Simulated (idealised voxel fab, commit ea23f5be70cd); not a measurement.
Process module, titled voxel transistor to metal
FYI the section here is cut, 170 nm wide, cells are 5 nm squares.
Each cross-section below is a grid of square cells, stated as bands in top-down order, with one or more rows of cells making up each band.
The band entry comprises the height of the band's top followed by the height of its bottom, expressed in nm, and subsequently the band's materials from left to right, each stated together with its width in nm. Where a single material is marked with the word "all across", that material fills the band from edge to edge. The word "empty" represents empty space.
All heights in this document are referenced to 0, defined as the level beneath which the wafer, as received, consists entirely of one material. The lowest band is not bounded below; it extends indefinitely downward and is written in the form "0 and below".
Top row gets the first number, bottom row gets the second, and each row in between changes by the same step: that is how a band width like "30->40" works.
The designation "remained unchanged", where it is given for a processing step, indicates that no cell of the cross-section was altered in the course of that step.
Closed empty spaces (no open way to the top) of 8 cells or more are what "Non-vented voids" lists, each as width x height at distance from the left edge, nm for all three.
Note: text after step settings on the step line = simulator remark on that step.
"overlay nm", when on a step's line for a step with a mask, measures how far to the right of its planned place the mask lay; a negative measure means to the left.
Here's what the planned process steps look like
1 RECEIVE | material Si
2 OXIDIZE | depth nm 5
3 CONFORMAL_DEP | material SiN | thk nm 15
4 DIRECTIONAL_DEP | material aC | thk nm 15
5 PATTERN | tone cover | mask id ACTIVE | material resist | width nm 115 | thk nm 30 | overlay nm 0
6 DIRECTIONAL_ETCH | etch materials aC | depth nm 15
7 STRIP | etch materials resist
8 DIRECTIONAL_ETCH | etch materials SiN | depth nm 15
9 DIRECTIONAL_ETCH | etch materials SiO2 | depth nm 5
10 DIRECTIONAL_ETCH | etch materials Si | depth nm 30
11 STRIP | etch materials aC
12 OXIDIZE | depth nm 5
13 FILL_DEP | material SiO2 | thk nm 5
14 CMP | height nm 15
15 SELECTIVE_ETCH | etch materials SiO2 | depth nm 10
16 STRIP | etch materials SiN
17 SELECTIVE_ETCH | etch materials SiO2 | depth nm 5
18 OXIDIZE | depth nm 5
19 DIRECTIONAL_DEP | material polySi | thk nm 30
20 DIRECTIONAL_DEP | material SiCN | thk nm 10
21 DIRECTIONAL_DEP | material aC | thk nm 10
22 PATTERN | tone cover | mask id GATE | material resist | width nm 25 | thk nm 30 | overlay nm 0
23 DIRECTIONAL_ETCH | etch materials aC | depth nm 10
24 STRIP | etch materials resist
25 DIRECTIONAL_ETCH | etch materials SiCN | depth nm 20
26 DIRECTIONAL_ETCH | etch materials polySi | depth nm 40
27 STRIP | etch materials aC
28 CONFORMAL_DEP | material SiO2 | thk nm 5
29 DIRECTIONAL_ETCH | etch materials SiO2 | depth nm 5
30 CONFORMAL_DEP | material SiN | thk nm 5
31 DIRECTIONAL_ETCH | etch materials SiN | depth nm 5
32 DIRECTIONAL_ETCH | etch materials SiO2 | depth nm 5
33 EPI | material nSi | thk nm 5
34 FILL_DEP | material SiO2 | thk nm 5
35 CMP | height nm 35
36 DIRECTIONAL_DEP | material SiO2 | thk nm 10
37 DIRECTIONAL_DEP | material aC | thk nm 10
38 PATTERN | tone open | mask id CONTACT | material resist | width nm 30 | pitch nm 65 | thk nm 30 | overlay nm 0
39 DIRECTIONAL_ETCH | etch materials aC | depth nm 10
40 STRIP | etch materials resist
41 DIRECTIONAL_ETCH | etch materials SiO2 | depth nm 50
42 STRIP | etch materials aC
43 CONFORMAL_DEP | material TiN | thk nm 5
44 FILL_DEP | material Ru | thk nm 10
45 CMP | height nm 45
46 DIRECTIONAL_DEP | material TiN | thk nm 5
47 DIRECTIONAL_DEP | material Ru | thk nm 20
48 MASKED_ETCH | tone cover | mask id METAL_1 | width nm 15 | pitch nm 80 | etch materials Ru | depth nm 20 | overlay nm 0
49 MASKED_ETCH | tone cover | mask id METAL_1 | width nm 15 | pitch nm 80 | etch materials TiN | depth nm 5 | overlay nm 0
50 FILL_DEP | material SiO2 | thk nm 10
51 CMP | height nm 70
52 CONFORMAL_DEP | material SiCN | thk nm 5
53 DIRECTIONAL_DEP | material SiO2 | thk nm 30
54 MASKED_ETCH | tone open | mask id METAL_2 | width nm 15 | pitch nm 80 | etch materials SiO2 | depth nm 15 | overlay nm 0
55 DIRECTIONAL_DEP | material aC | thk nm 10
56 PATTERN | tone open | mask id METAL_2_HOLES | material resist | width nm 15 | pitch nm 80 | thk nm 25 | overlay nm 0
57 DIRECTIONAL_ETCH | etch materials aC | depth nm 10
58 STRIP | etch materials resist
59 DIRECTIONAL_ETCH | etch materials SiO2 | depth nm 15
60 DIRECTIONAL_ETCH | etch materials SiCN | depth nm 5
61 STRIP | etch materials aC
62 CONFORMAL_DEP | material TiN | thk nm 5
63 FILL_DEP | material Cu | thk nm 10
64 CMP | height nm 105
65 CONFORMAL_DEP | material SiN | thk nm 5
Incoming wafer, cross-sectional view, post step 1
* 0 and below | Si all across
* Non-vented voids: none
What the wafer looks like in cross-section after this module, when it starts as shown above and follows the plan above but one mistake is made in running it
* 110 down to 105 | SiN all across
* 105 down to 75 | 35 of SiO2, then 5 of TiN, then 5 of Cu, then 5 of TiN, then 65 of SiO2, then 5 of TiN, then 5 of Cu, then 5 of TiN, then 40 of SiO2
* 75 down to 70 | 35 of SiCN, then 15 of TiN, then 65 of SiCN, then 15 of TiN, then 40 of SiCN
* 70 down to 65 | SiO2 all across
* 65 down to 50 | 35 of SiO2, then 15 of Ru, then 65 of SiO2, then 15 of Ru, then 40 of SiO2
* 50 down to 45 | 35 of SiO2, then 15 of TiN, then 65 of SiO2, then 15 of TiN, then 40 of SiO2
* 45 down to 35 | 35 of SiO2, then 5 of TiN, then 20->15 of Ru, then 5->10 of TiN, then 35 of SiO2, then 5->10 of TiN, then 20->15 of Ru, then 5 of TiN, then 40 of SiO2
* 35 down to 25 | 35 of SiO2, then 5 of TiN, then 15 of Ru, then 5 of TiN, then 5 of SiN, then 5 of SiO2, then 25 of SiCN, then 5 of SiO2, then 5 of SiN, then 5 of TiN, then 15 of Ru, then 5 of TiN, then 40 of SiO2
* 25 down to 0 | 35 of SiO2, then 5 of TiN, then 15 of Ru, then 5 of TiN, then 5 of SiN, then 5 of SiO2, then 25 of polySi, then 5 of SiO2, then 5 of SiN, then 5 of TiN, then 15 of Ru, then 5 of TiN, then 40 of SiO2
* 0 down to -5 | 25 of SiO2, then 5 of SiN, then 5 of SiO2, then 25 of TiN, then 5 of SiN, then 5 of SiO2, then 25 of polySi, then 5 of SiO2, then 5 of SiN, then 25 of TiN, then 5 of SiO2, then 5 of SiN, then 30 of SiO2
* -5 down to -10 | 30 of SiO2, then 30 of nSi, then 45 of SiO2, then 30 of nSi, then 35 of SiO2
* -10 down to -40 | 30 of SiO2, then 105 of Si, then 35 of SiO2
* -40 and below | Si all across
* Non-vented voids: none
It is concluded that the wafer was processed incorrectly with respect to the plan, in that step 47 ran differently from the plan; actual operation with settings: DIRECTIONAL_DEP | material Ru | thk nm 15
